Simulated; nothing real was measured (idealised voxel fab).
The name of this process module is voxel wiring stack.
The figure presents cross-section cut, which has a width of 265 nm and is divided into square cells with an edge length of 5 nm.
Bands, listed from the top down, are how a cross-section gets written in this document; the cross-section itself is a grid of square cells, and a band is one or more rows of them.
Look at the band entry: it leads with the top's height and the bottom's height in nm. Then it lists the materials left to right, with a width in nm for each. The word "all across" on a single material says that material fills the band edge to edge. The word "empty" is empty space.
Below 0: as-received wafer, all one material; heights counted from there. Lowest band: no bottom, goes on down, written "0 down".
Top row gets the first number, bottom row gets the second, and each row in between changes by the same step: that is how a band width like "30..40" works.
The cross-section has no changed cell in any step marked "nothing changed".
The entry titled "Sealed voids" provides the empty spaces that have no open way to the top, restricted to those of 8 cells or more. Each is presented as width x height at distance, the distance being measured from the left edge, with all three in nm.
Heads up: the bit after the settings on a step's line is the simulator's remark on that step.
"overlay nm" answers the question of how far to the right of plan the mask lay on a step that has a mask, and when it is negative the answer is to the left.

## Steps in the process plan
1,RECEIVE: material Si
2,CONFORMAL_DEP: material SiO2, thk nm 10
3,DIRECTIONAL_DEP: material TiN, thk nm 5
4,DIRECTIONAL_DEP: material W, thk nm 25
5,PATTERN: tone cover, mask id METAL_1, material resist, width nm 30, pitch nm 55, thk nm 15, overlay nm 0
6,DIRECTIONAL_ETCH: etch materials W, depth nm 25
7,DIRECTIONAL_ETCH: etch materials TiN, depth nm 5
8,STRIP: etch materials resist
9,FILL_DEP: material SiO2, thk nm 10
10,CMP: height nm 40
11,CONFORMAL_DEP: material SiCN, thk nm 5
12,DIRECTIONAL_DEP: material SiO2, thk nm 30
13,PATTERN: tone open, mask id METAL_2_HOLES, material resist, width nm 15, pitch nm 55, thk nm 20, overlay nm 0
14,DIRECTIONAL_ETCH: etch materials SiO2, depth nm 30
15,STRIP: etch materials resist
16,DIRECTIONAL_DEP: material aC, thk nm 15
17,PATTERN: tone open, mask id METAL_2, material resist, width nm 30, pitch nm 55, thk nm 35, overlay nm 0
18,DIRECTIONAL_ETCH: etch materials aC, depth nm 15
19,STRIP: etch materials resist
20,DIRECTIONAL_ETCH: etch materials SiO2, depth nm 20
21,DIRECTIONAL_ETCH: etch materials SiCN, depth nm 5
22,STRIP: etch materials aC
23,CONFORMAL_DEP: material TiN, thk nm 5
24,FILL_DEP: material Ru, thk nm 5
25,CMP: height nm 75
26,CONFORMAL_DEP: material SiCN, thk nm 5
27,DIRECTIONAL_DEP: material lowk, thk nm 10
28,MASKED_ETCH: tone open, mask id PLUG_2, width nm 15, pitch nm 110, etch materials lowk, depth nm 10, overlay nm 0
29,MASKED_ETCH: tone open, mask id PLUG_2, width nm 15, pitch nm 110, etch materials SiCN, depth nm 5, overlay nm 0
30,CONFORMAL_DEP: material TiN, thk nm 5
31,FILL_DEP: material Cu, thk nm 10
32,CMP: height nm 90
33,DIRECTIONAL_DEP: material TiN, thk nm 5
34,DIRECTIONAL_DEP: material Ru, thk nm 25
35,MASKED_ETCH: tone cover, mask id METAL_3, width nm 30, pitch nm 55, etch materials Ru, depth nm 25, overlay nm 0
36,MASKED_ETCH: tone cover, mask id METAL_3, width nm 30, pitch nm 55, etch materials TiN, depth nm 5, overlay nm 0
37,CONFORMAL_DEP: material SiN, thk nm 5
38,FILL_DEP: material lowk, thk nm 5
39,CMP: height nm 120
40,CONFORMAL_DEP: material SiN, thk nm 5

## Wafer, first of two, run as planned

## Incoming wafer, cross-sectional view, post step 1
0 down = Si all across
Sealed voids: none

## Once step 2 is through, the wafer looks like this in cross-section
10 to 0 = SiO2 all across
Anything lower than 0 is untouched.

## Once step 3 is through, the wafer looks like this in cross-section
15 to 10 = TiN all across
Anything lower than 10 is untouched.

## Once step 4 is through, the wafer looks like this in cross-section
40 to 15 = W all across
Anything lower than 15 is untouched.

## Once step 5 is through, the wafer looks like this in cross-section
55 to 40 = empty 35 nm  resist 30 nm  empty 25 nm  resist 30 nm  empty 25 nm  resist 30 nm  empty 25 nm  resist 30 nm  empty 35 nm
Anything lower than 40 is untouched.

## Once step 6 is through, the wafer looks like this in cross-section
55 to 40 = empty 35 nm  resist 30 nm  empty 25 nm  resist 30 nm  empty 25 nm  resist 30 nm  empty 25 nm  resist 30 nm  empty 35 nm
40 to 15 = empty 35 nm  W 30 nm  empty 25 nm  W 30 nm  empty 25 nm  W 30 nm  empty 25 nm  W 30 nm  empty 35 nm
Anything lower than 15 is untouched.

## Once step 7 is through, the wafer looks like this in cross-section
55 to 40 = empty 35 nm  resist 30 nm  empty 25 nm  resist 30 nm  empty 25 nm  resist 30 nm  empty 25 nm  resist 30 nm  empty 35 nm
40 to 15 = empty 35 nm  W 30 nm  empty 25 nm  W 30 nm  empty 25 nm  W 30 nm  empty 25 nm  W 30 nm  empty 35 nm
15 to 10 = empty 35 nm  TiN 30 nm  empty 25 nm  TiN 30 nm  empty 25 nm  TiN 30 nm  empty 25 nm  TiN 30 nm  empty 35 nm
Anything lower than 10 is untouched.

## Once step 8 is through, the wafer looks like this in cross-section
40 to 15 = empty 35 nm  W 30 nm  empty 25 nm  W 30 nm  empty 25 nm  W 30 nm  empty 25 nm  W 30 nm  empty 35 nm
Anything lower than 15 is untouched.

## Once step 9 is through, the wafer looks like this in cross-section
50 to 40 = SiO2 all across
40 to 15 = SiO2 35 nm  W 30 nm  SiO2 25 nm  W 30 nm  SiO2 25 nm  W 30 nm  SiO2 25 nm  W 30 nm  SiO2 35 nm
15 to 10 = SiO2 35 nm  TiN 30 nm  SiO2 25 nm  TiN 30 nm  SiO2 25 nm  TiN 30 nm  SiO2 25 nm  TiN 30 nm  SiO2 35 nm
Anything lower than 10 is untouched.

## Once step 10 is through, the wafer looks like this in cross-section
40 to 15 = SiO2 35 nm  W 30 nm  SiO2 25 nm  W 30 nm  SiO2 25 nm  W 30 nm  SiO2 25 nm  W 30 nm  SiO2 35 nm
Anything lower than 15 is untouched.

## Once step 11 is through, the wafer looks like this in cross-section
45 to 40 = SiCN all across
Anything lower than 40 is untouched.

## Once step 12 is through, the wafer looks like this in cross-section
75 to 45 = SiO2 all across
Anything lower than 45 is untouched.

## Once step 13 is through, the wafer looks like this in cross-section
95 to 75 = resist 35 nm  empty 15 nm  resist 40 nm  empty 15 nm  resist 40 nm  empty 15 nm  resist 40 nm  empty 15 nm  resist 50 nm
Anything lower than 75 is untouched.

## Once step 14 is through, the wafer looks like this in cross-section
95 to 75 = resist 35 nm  empty 15 nm  resist 40 nm  empty 15 nm  resist 40 nm  empty 15 nm  resist 40 nm  empty 15 nm  resist 50 nm
75 to 45 = SiO2 35 nm  empty 15 nm  SiO2 40 nm  empty 15 nm  SiO2 40 nm  empty 15 nm  SiO2 40 nm  empty 15 nm  SiO2 50 nm
Anything lower than 45 is untouched.

## Once step 15 is through, the wafer looks like this in cross-section
75 to 45 = SiO2 35 nm  empty 15 nm  SiO2 40 nm  empty 15 nm  SiO2 40 nm  empty 15 nm  SiO2 40 nm  empty 15 nm  SiO2 50 nm
Anything lower than 45 is untouched.

## Once step 16 is through, the wafer looks like this in cross-section
90 to 75 = aC 35 nm  empty 15 nm  aC 40 nm  empty 15 nm  aC 40 nm  empty 15 nm  aC 40 nm  empty 15 nm  aC 50 nm
75 to 60 = SiO2 35 nm  empty 15 nm  SiO2 40 nm  empty 15 nm  SiO2 40 nm  empty 15 nm  SiO2 40 nm  empty 15 nm  SiO2 50 nm
60 to 45 = SiO2 35 nm  aC 15 nm  SiO2 40 nm  aC 15 nm  SiO2 40 nm  aC 15 nm  SiO2 40 nm  aC 15 nm  SiO2 50 nm
Anything lower than 45 is untouched.

## Once step 17 is through, the wafer looks like this in cross-section
125 to 90 = resist 35 nm  empty 30 nm  resist 25 nm  empty 30 nm  resist 25 nm  empty 30 nm  resist 25 nm  empty 30 nm  resist 35 nm
Anything lower than 90 is untouched.

## Once step 18 is through, the wafer looks like this in cross-section
110 to 90 = resist 35 nm  empty 30 nm  resist 25 nm  empty 30 nm  resist 25 nm  empty 30 nm  resist 25 nm  empty 30 nm  resist 35 nm
90 to 75 = aC 35 nm  empty 30 nm  aC 25 nm  empty 30 nm  aC 25 nm  empty 30 nm  aC 25 nm  empty 30 nm  aC 35 nm
75 to 45 = SiO2 35 nm  empty 15 nm  SiO2 40 nm  empty 15 nm  SiO2 40 nm  empty 15 nm  SiO2 40 nm  empty 15 nm  SiO2 50 nm
Anything lower than 45 is untouched.

## Once step 19 is through, the wafer looks like this in cross-section
90 to 75 = aC 35 nm  empty 30 nm  aC 25 nm  empty 30 nm  aC 25 nm  empty 30 nm  aC 25 nm  empty 30 nm  aC 35 nm
Anything lower than 75 is untouched.

## Once step 20 is through, the wafer looks like this in cross-section
90 to 75 = aC 35 nm  empty 30 nm  aC 25 nm  empty 30 nm  aC 25 nm  empty 30 nm  aC 25 nm  empty 30 nm  aC 35 nm
75 to 55 = SiO2 35 nm  empty 30 nm  SiO2 25 nm  empty 30 nm  SiO2 25 nm  empty 30 nm  SiO2 25 nm  empty 30 nm  SiO2 35 nm
Anything lower than 55 is untouched.

## Once step 21 is through, the wafer looks like this in cross-section
90 to 75 = aC 35 nm  empty 30 nm  aC 25 nm  empty 30 nm  aC 25 nm  empty 30 nm  aC 25 nm  empty 30 nm  aC 35 nm
75 to 55 = SiO2 35 nm  empty 30 nm  SiO2 25 nm  empty 30 nm  SiO2 25 nm  empty 30 nm  SiO2 25 nm  empty 30 nm  SiO2 35 nm
55 to 45 = SiO2 35 nm  empty 15 nm  SiO2 40 nm  empty 15 nm  SiO2 40 nm  empty 15 nm  SiO2 40 nm  empty 15 nm  SiO2 50 nm
45 to 40 = SiCN 35 nm  empty 15 nm  SiCN 40 nm  empty 15 nm  SiCN 40 nm  empty 15 nm  SiCN 40 nm  empty 15 nm  SiCN 50 nm
Anything lower than 40 is untouched.

## Once step 22 is through, the wafer looks like this in cross-section
75 to 55 = SiO2 35 nm  empty 30 nm  SiO2 25 nm  empty 30 nm  SiO2 25 nm  empty 30 nm  SiO2 25 nm  empty 30 nm  SiO2 35 nm
Anything lower than 55 is untouched.

## Once step 23 is through, the wafer looks like this in cross-section
80 to 75 = TiN 40 nm  empty 20 nm  TiN 35 nm  empty 20 nm  TiN 35 nm  empty 20 nm  TiN 35 nm  empty 20 nm  TiN 40 nm
75 to 60 = SiO2 35 nm  TiN 5 nm  empty 20 nm  TiN 5 nm  SiO2 25 nm  TiN 5 nm  empty 20 nm  TiN 5 nm  SiO2 25 nm  TiN 5 nm  empty 20 nm  TiN 5 nm  SiO2 25 nm  TiN 5 nm  empty 20 nm  TiN 5 nm  SiO2 35 nm
60 to 55 = SiO2 35 nm  TiN 5 nm  empty 5 nm  TiN 20 nm  SiO2 25 nm  TiN 5 nm  empty 5 nm  TiN 20 nm  SiO2 25 nm  TiN 5 nm  empty 5 nm  TiN 20 nm  SiO2 25 nm  TiN 5 nm  empty 5 nm  TiN 20 nm  SiO2 35 nm
55 to 45 = SiO2 35 nm  TiN 5 nm  empty 5 nm  TiN 5 nm  SiO2 40 nm  TiN 5 nm  empty 5 nm  TiN 5 nm  SiO2 40 nm  TiN 5 nm  empty 5 nm  TiN 5 nm  SiO2 40 nm  TiN 5 nm  empty 5 nm  TiN 5 nm  SiO2 50 nm
45 to 40 = SiCN 35 nm  TiN 15 nm  SiCN 40 nm  TiN 15 nm  SiCN 40 nm  TiN 15 nm  SiCN 40 nm  TiN 15 nm  SiCN 50 nm
Anything lower than 40 is untouched.

## Once step 24 is through, the wafer looks like this in cross-section
85 to 80 = Ru all across
80 to 75 = TiN 40 nm  Ru 20 nm  TiN 35 nm  Ru 20 nm  TiN 35 nm  Ru 20 nm  TiN 35 nm  Ru 20 nm  TiN 40 nm
75 to 60 = SiO2 35 nm  TiN 5 nm  Ru 20 nm  TiN 5 nm  SiO2 25 nm  TiN 5 nm  Ru 20 nm  TiN 5 nm  SiO2 25 nm  TiN 5 nm  Ru 20 nm  TiN 5 nm  SiO2 25 nm  TiN 5 nm  Ru 20 nm  TiN 5 nm  SiO2 35 nm
60 to 55 = SiO2 35 nm  TiN 5 nm  Ru 5 nm  TiN 20 nm  SiO2 25 nm  TiN 5 nm  Ru 5 nm  TiN 20 nm  SiO2 25 nm  TiN 5 nm  Ru 5 nm  TiN 20 nm  SiO2 25 nm  TiN 5 nm  Ru 5 nm  TiN 20 nm  SiO2 35 nm
55 to 45 = SiO2 35 nm  TiN 5 nm  Ru 5 nm  TiN 5 nm  SiO2 40 nm  TiN 5 nm  Ru 5 nm  TiN 5 nm  SiO2 40 nm  TiN 5 nm  Ru 5 nm  TiN 5 nm  SiO2 40 nm  TiN 5 nm  Ru 5 nm  TiN 5 nm  SiO2 50 nm
Anything lower than 45 is untouched.

## Once step 25 is through, the wafer looks like this in cross-section
75 to 60 = SiO2 35 nm  TiN 5 nm  Ru 20 nm  TiN 5 nm  SiO2 25 nm  TiN 5 nm  Ru 20 nm  TiN 5 nm  SiO2 25 nm  TiN 5 nm  Ru 20 nm  TiN 5 nm  SiO2 25 nm  TiN 5 nm  Ru 20 nm  TiN 5 nm  SiO2 35 nm
Anything lower than 60 is untouched.

## Once step 26 is through, the wafer looks like this in cross-section
80 to 75 = SiCN all across
Anything lower than 75 is untouched.

## Once step 27 is through, the wafer looks like this in cross-section
90 to 80 = lowk all across
Anything lower than 80 is untouched.

## Once step 28 is through, the wafer looks like this in cross-section
90 to 80 = lowk 35 nm  empty 15 nm  lowk 95 nm  empty 15 nm  lowk 105 nm
Anything lower than 80 is untouched.

## Once step 29 is through, the wafer looks like this in cross-section
90 to 80 = lowk 35 nm  empty 15 nm  lowk 95 nm  empty 15 nm  lowk 105 nm
80 to 75 = SiCN 35 nm  empty 15 nm  SiCN 95 nm  empty 15 nm  SiCN 105 nm
Anything lower than 75 is untouched.

## Once step 30 is through, the wafer looks like this in cross-section
95 to 90 = TiN 40 nm  empty 5 nm  TiN 105 nm  empty 5 nm  TiN 110 nm
90 to 80 = lowk 35 nm  TiN 5 nm  empty 5 nm  TiN 5 nm  lowk 95 nm  TiN 5 nm  empty 5 nm  TiN 5 nm  lowk 105 nm
80 to 75 = SiCN 35 nm  TiN 15 nm  SiCN 95 nm  TiN 15 nm  SiCN 105 nm
Anything lower than 75 is untouched.

## Once step 31 is through, the wafer looks like this in cross-section
105 to 95 = Cu all across
95 to 90 = TiN 40 nm  Cu 5 nm  TiN 105 nm  Cu 5 nm  TiN 110 nm
90 to 80 = lowk 35 nm  TiN 5 nm  Cu 5 nm  TiN 5 nm  lowk 95 nm  TiN 5 nm  Cu 5 nm  TiN 5 nm  lowk 105 nm
Anything lower than 80 is untouched.

## Once step 32 is through, the wafer looks like this in cross-section
90 to 80 = lowk 35 nm  TiN 5 nm  Cu 5 nm  TiN 5 nm  lowk 95 nm  TiN 5 nm  Cu 5 nm  TiN 5 nm  lowk 105 nm
Anything lower than 80 is untouched.

## Once step 33 is through, the wafer looks like this in cross-section
95 to 90 = TiN all across
Anything lower than 90 is untouched.

## Once step 34 is through, the wafer looks like this in cross-section
120 to 95 = Ru all across
Anything lower than 95 is untouched.

## Once step 35 is through, the wafer looks like this in cross-section
120 to 95 = empty 35 nm  Ru 30 nm  empty 25 nm  Ru 30 nm  empty 25 nm  Ru 30 nm  empty 25 nm  Ru 30 nm  empty 35 nm
Anything lower than 95 is untouched.

## Once step 36 is through, the wafer looks like this in cross-section
120 to 95 = empty 35 nm  Ru 30 nm  empty 25 nm  Ru 30 nm  empty 25 nm  Ru 30 nm  empty 25 nm  Ru 30 nm  empty 35 nm
95 to 90 = empty 35 nm  TiN 30 nm  empty 25 nm  TiN 30 nm  empty 25 nm  TiN 30 nm  empty 25 nm  TiN 30 nm  empty 35 nm
Anything lower than 90 is untouched.

## Once step 37 is through, the wafer looks like this in cross-section
125 to 120 = empty 30 nm  SiN 40 nm  empty 15 nm  SiN 40 nm  empty 15 nm  SiN 40 nm  empty 15 nm  SiN 40 nm  empty 30 nm
120 to 95 = empty 30 nm  SiN 5 nm  Ru 30 nm  SiN 5 nm  empty 15 nm  SiN 5 nm  Ru 30 nm  SiN 5 nm  empty 15 nm  SiN 5 nm  Ru 30 nm  SiN 5 nm  empty 15 nm  SiN 5 nm  Ru 30 nm  SiN 5 nm  empty 30 nm
95 to 90 = SiN 35 nm  TiN 30 nm  SiN 25 nm  TiN 30 nm  SiN 25 nm  TiN 30 nm  SiN 25 nm  TiN 30 nm  SiN 35 nm
Anything lower than 90 is untouched.

## Once step 38 is through, the wafer looks like this in cross-section
130 to 125 = lowk all across
125 to 120 = lowk 30 nm  SiN 40 nm  lowk 15 nm  SiN 40 nm  lowk 15 nm  SiN 40 nm  lowk 15 nm  SiN 40 nm  lowk 30 nm
120 to 95 = lowk 30 nm  SiN 5 nm  Ru 30 nm  SiN 5 nm  lowk 15 nm  SiN 5 nm  Ru 30 nm  SiN 5 nm  lowk 15 nm  SiN 5 nm  Ru 30 nm  SiN 5 nm  lowk 15 nm  SiN 5 nm  Ru 30 nm  SiN 5 nm  lowk 30 nm
Anything lower than 95 is untouched.

## Once step 39 is through, the wafer looks like this in cross-section
120 to 95 = lowk 30 nm  SiN 5 nm  Ru 30 nm  SiN 5 nm  lowk 15 nm  SiN 5 nm  Ru 30 nm  SiN 5 nm  lowk 15 nm  SiN 5 nm  Ru 30 nm  SiN 5 nm  lowk 15 nm  SiN 5 nm  Ru 30 nm  SiN 5 nm  lowk 30 nm
Anything lower than 95 is untouched.

## Once step 40 is through, the wafer looks like this in cross-section
125 to 120 = SiN all across
Anything lower than 120 is untouched.

## Second wafer. Start and plan as for the first. One mistake made in running. Agrees with the first up to and including step 16

## Second wafer at the planned finish of step 17, seen in cross-section
125 to 90 = resist 35 nm  empty 35 nm  resist 20 nm  empty 35 nm  resist 20 nm  empty 35 nm  resist 20 nm  empty 35 nm  resist 30 nm
Anything lower than 90 is untouched.

## Second wafer at the planned finish of step 18, seen in cross-section
110 to 90 = resist 35 nm  empty 35 nm  resist 20 nm  empty 35 nm  resist 20 nm  empty 35 nm  resist 20 nm  empty 35 nm  resist 30 nm
90 to 75 = aC 35 nm  empty 35 nm  aC 20 nm  empty 35 nm  aC 20 nm  empty 35 nm  aC 20 nm  empty 35 nm  aC 30 nm
75 to 45 = SiO2 35 nm  empty 15 nm  SiO2 40 nm  empty 15 nm  SiO2 40 nm  empty 15 nm  SiO2 40 nm  empty 15 nm  SiO2 50 nm
Anything lower than 45 is untouched.

## Second wafer at the planned finish of step 19, seen in cross-section
90 to 75 = aC 35 nm  empty 35 nm  aC 20 nm  empty 35 nm  aC 20 nm  empty 35 nm  aC 20 nm  empty 35 nm  aC 30 nm
Anything lower than 75 is untouched.

## Second wafer at the planned finish of step 20, seen in cross-section
90 to 75 = aC 35 nm  empty 35 nm  aC 20 nm  empty 35 nm  aC 20 nm  empty 35 nm  aC 20 nm  empty 35 nm  aC 30 nm
75 to 55 = SiO2 35 nm  empty 35 nm  SiO2 20 nm  empty 35 nm  SiO2 20 nm  empty 35 nm  SiO2 20 nm  empty 35 nm  SiO2 30 nm
Anything lower than 55 is untouched.

## Second wafer at the planned finish of step 21, seen in cross-section
90 to 75 = aC 35 nm  empty 35 nm  aC 20 nm  empty 35 nm  aC 20 nm  empty 35 nm  aC 20 nm  empty 35 nm  aC 30 nm
75 to 55 = SiO2 35 nm  empty 35 nm  SiO2 20 nm  empty 35 nm  SiO2 20 nm  empty 35 nm  SiO2 20 nm  empty 35 nm  SiO2 30 nm
55 to 45 = SiO2 35 nm  empty 15 nm  SiO2 40 nm  empty 15 nm  SiO2 40 nm  empty 15 nm  SiO2 40 nm  empty 15 nm  SiO2 50 nm
45 to 40 = SiCN 35 nm  empty 15 nm  SiCN 40 nm  empty 15 nm  SiCN 40 nm  empty 15 nm  SiCN 40 nm  empty 15 nm  SiCN 50 nm
Anything lower than 40 is untouched.

## Second wafer at the planned finish of step 22, seen in cross-section
75 to 55 = SiO2 35 nm  empty 35 nm  SiO2 20 nm  empty 35 nm  SiO2 20 nm  empty 35 nm  SiO2 20 nm  empty 35 nm  SiO2 30 nm
Anything lower than 55 is untouched.

## Second wafer at the planned finish of step 23, seen in cross-section
80 to 75 = TiN 40 nm  empty 25 nm  TiN 30 nm  empty 25 nm  TiN 30 nm  empty 25 nm  TiN 30 nm  empty 25 nm  TiN 35 nm
75 to 60 = SiO2 35 nm  TiN 5 nm  empty 25 nm  TiN 5 nm  SiO2 20 nm  TiN 5 nm  empty 25 nm  TiN 5 nm  SiO2 20 nm  TiN 5 nm  empty 25 nm  TiN 5 nm  SiO2 20 nm  TiN 5 nm  empty 25 nm  TiN 5 nm  SiO2 30 nm
60 to 55 = SiO2 35 nm  TiN 5 nm  empty 5 nm  TiN 25 nm  SiO2 20 nm  TiN 5 nm  empty 5 nm  TiN 25 nm  SiO2 20 nm  TiN 5 nm  empty 5 nm  TiN 25 nm  SiO2 20 nm  TiN 5 nm  empty 5 nm  TiN 25 nm  SiO2 30 nm
55 to 45 = SiO2 35 nm  TiN 5 nm  empty 5 nm  TiN 5 nm  SiO2 40 nm  TiN 5 nm  empty 5 nm  TiN 5 nm  SiO2 40 nm  TiN 5 nm  empty 5 nm  TiN 5 nm  SiO2 40 nm  TiN 5 nm  empty 5 nm  TiN 5 nm  SiO2 50 nm
45 to 40 = SiCN 35 nm  TiN 15 nm  SiCN 40 nm  TiN 15 nm  SiCN 40 nm  TiN 15 nm  SiCN 40 nm  TiN 15 nm  SiCN 50 nm
Anything lower than 40 is untouched.

## Second wafer at the planned finish of step 24, seen in cross-section
85 to 80 = Ru all across
80 to 75 = TiN 40 nm  Ru 25 nm  TiN 30 nm  Ru 25 nm  TiN 30 nm  Ru 25 nm  TiN 30 nm  Ru 25 nm  TiN 35 nm
75 to 60 = SiO2 35 nm  TiN 5 nm  Ru 25 nm  TiN 5 nm  SiO2 20 nm  TiN 5 nm  Ru 25 nm  TiN 5 nm  SiO2 20 nm  TiN 5 nm  Ru 25 nm  TiN 5 nm  SiO2 20 nm  TiN 5 nm  Ru 25 nm  TiN 5 nm  SiO2 30 nm
60 to 55 = SiO2 35 nm  TiN 5 nm  Ru 5 nm  TiN 25 nm  SiO2 20 nm  TiN 5 nm  Ru 5 nm  TiN 25 nm  SiO2 20 nm  TiN 5 nm  Ru 5 nm  TiN 25 nm  SiO2 20 nm  TiN 5 nm  Ru 5 nm  TiN 25 nm  SiO2 30 nm
55 to 45 = SiO2 35 nm  TiN 5 nm  Ru 5 nm  TiN 5 nm  SiO2 40 nm  TiN 5 nm  Ru 5 nm  TiN 5 nm  SiO2 40 nm  TiN 5 nm  Ru 5 nm  TiN 5 nm  SiO2 40 nm  TiN 5 nm  Ru 5 nm  TiN 5 nm  SiO2 50 nm
Anything lower than 45 is untouched.

## Second wafer at the planned finish of step 25, seen in cross-section
75 to 60 = SiO2 35 nm  TiN 5 nm  Ru 25 nm  TiN 5 nm  SiO2 20 nm  TiN 5 nm  Ru 25 nm  TiN 5 nm  SiO2 20 nm  TiN 5 nm  Ru 25 nm  TiN 5 nm  SiO2 20 nm  TiN 5 nm  Ru 25 nm  TiN 5 nm  SiO2 30 nm
Anything lower than 60 is untouched.

## Second wafer at the planned finish of step 26, seen in cross-section
80 to 75 = SiCN all across
Anything lower than 75 is untouched.

## Second wafer at the planned finish of step 27, seen in cross-section
90 to 80 = lowk all across
Anything lower than 80 is untouched.

## Second wafer at the planned finish of step 28, seen in cross-section
90 to 80 = lowk 35 nm  empty 15 nm  lowk 95 nm  empty 15 nm  lowk 105 nm
Anything lower than 80 is untouched.

## Second wafer at the planned finish of step 29, seen in cross-section
90 to 80 = lowk 35 nm  empty 15 nm  lowk 95 nm  empty 15 nm  lowk 105 nm
80 to 75 = SiCN 35 nm  empty 15 nm  SiCN 95 nm  empty 15 nm  SiCN 105 nm
Anything lower than 75 is untouched.

## Second wafer at the planned finish of step 30, seen in cross-section
95 to 90 = TiN 40 nm  empty 5 nm  TiN 105 nm  empty 5 nm  TiN 110 nm
90 to 80 = lowk 35 nm  TiN 5 nm  empty 5 nm  TiN 5 nm  lowk 95 nm  TiN 5 nm  empty 5 nm  TiN 5 nm  lowk 105 nm
80 to 75 = SiCN 35 nm  TiN 15 nm  SiCN 95 nm  TiN 15 nm  SiCN 105 nm
Anything lower than 75 is untouched.

## Second wafer at the planned finish of step 31, seen in cross-section
105 to 95 = Cu all across
95 to 90 = TiN 40 nm  Cu 5 nm  TiN 105 nm  Cu 5 nm  TiN 110 nm
90 to 80 = lowk 35 nm  TiN 5 nm  Cu 5 nm  TiN 5 nm  lowk 95 nm  TiN 5 nm  Cu 5 nm  TiN 5 nm  lowk 105 nm
Anything lower than 80 is untouched.

## Second wafer at the planned finish of step 32, seen in cross-section
90 to 80 = lowk 35 nm  TiN 5 nm  Cu 5 nm  TiN 5 nm  lowk 95 nm  TiN 5 nm  Cu 5 nm  TiN 5 nm  lowk 105 nm
Anything lower than 80 is untouched.

## Second wafer at the planned finish of step 33, seen in cross-section
95 to 90 = TiN all across
Anything lower than 90 is untouched.

## Second wafer at the planned finish of step 34, seen in cross-section
120 to 95 = Ru all across
Anything lower than 95 is untouched.

## Second wafer at the planned finish of step 35, seen in cross-section
120 to 95 = empty 35 nm  Ru 30 nm  empty 25 nm  Ru 30 nm  empty 25 nm  Ru 30 nm  empty 25 nm  Ru 30 nm  empty 35 nm
Anything lower than 95 is untouched.

## Second wafer at the planned finish of step 36, seen in cross-section
120 to 95 = empty 35 nm  Ru 30 nm  empty 25 nm  Ru 30 nm  empty 25 nm  Ru 30 nm  empty 25 nm  Ru 30 nm  empty 35 nm
95 to 90 = empty 35 nm  TiN 30 nm  empty 25 nm  TiN 30 nm  empty 25 nm  TiN 30 nm  empty 25 nm  TiN 30 nm  empty 35 nm
Anything lower than 90 is untouched.

## Second wafer at the planned finish of step 37, seen in cross-section
125 to 120 = empty 30 nm  SiN 40 nm  empty 15 nm  SiN 40 nm  empty 15 nm  SiN 40 nm  empty 15 nm  SiN 40 nm  empty 30 nm
120 to 95 = empty 30 nm  SiN 5 nm  Ru 30 nm  SiN 5 nm  empty 15 nm  SiN 5 nm  Ru 30 nm  SiN 5 nm  empty 15 nm  SiN 5 nm  Ru 30 nm  SiN 5 nm  empty 15 nm  SiN 5 nm  Ru 30 nm  SiN 5 nm  empty 30 nm
95 to 90 = SiN 35 nm  TiN 30 nm  SiN 25 nm  TiN 30 nm  SiN 25 nm  TiN 30 nm  SiN 25 nm  TiN 30 nm  SiN 35 nm
Anything lower than 90 is untouched.

## Second wafer at the planned finish of step 38, seen in cross-section
130 to 125 = lowk all across
125 to 120 = lowk 30 nm  SiN 40 nm  lowk 15 nm  SiN 40 nm  lowk 15 nm  SiN 40 nm  lowk 15 nm  SiN 40 nm  lowk 30 nm
120 to 95 = lowk 30 nm  SiN 5 nm  Ru 30 nm  SiN 5 nm  lowk 15 nm  SiN 5 nm  Ru 30 nm  SiN 5 nm  lowk 15 nm  SiN 5 nm  Ru 30 nm  SiN 5 nm  lowk 15 nm  SiN 5 nm  Ru 30 nm  SiN 5 nm  lowk 30 nm
Anything lower than 95 is untouched.

## Second wafer at the planned finish of step 39, seen in cross-section
120 to 95 = lowk 30 nm  SiN 5 nm  Ru 30 nm  SiN 5 nm  lowk 15 nm  SiN 5 nm  Ru 30 nm  SiN 5 nm  lowk 15 nm  SiN 5 nm  Ru 30 nm  SiN 5 nm  lowk 15 nm  SiN 5 nm  Ru 30 nm  SiN 5 nm  lowk 30 nm
Anything lower than 95 is untouched.

## Second wafer at the planned finish of step 40, seen in cross-section
125 to 120 = SiN all across
Anything lower than 120 is untouched.
Plan not followed: step 17 did not use the planned setting and instead ran as PATTERN: tone open, mask id METAL_2, material resist, width nm 35, pitch nm 55, thk nm 35, overlay nm 0
The final cell counts differ between the wafers, with the second having more or fewer of some materials than the first: 12 more of Ru; 16 fewer of SiO2; 4 more of TiN
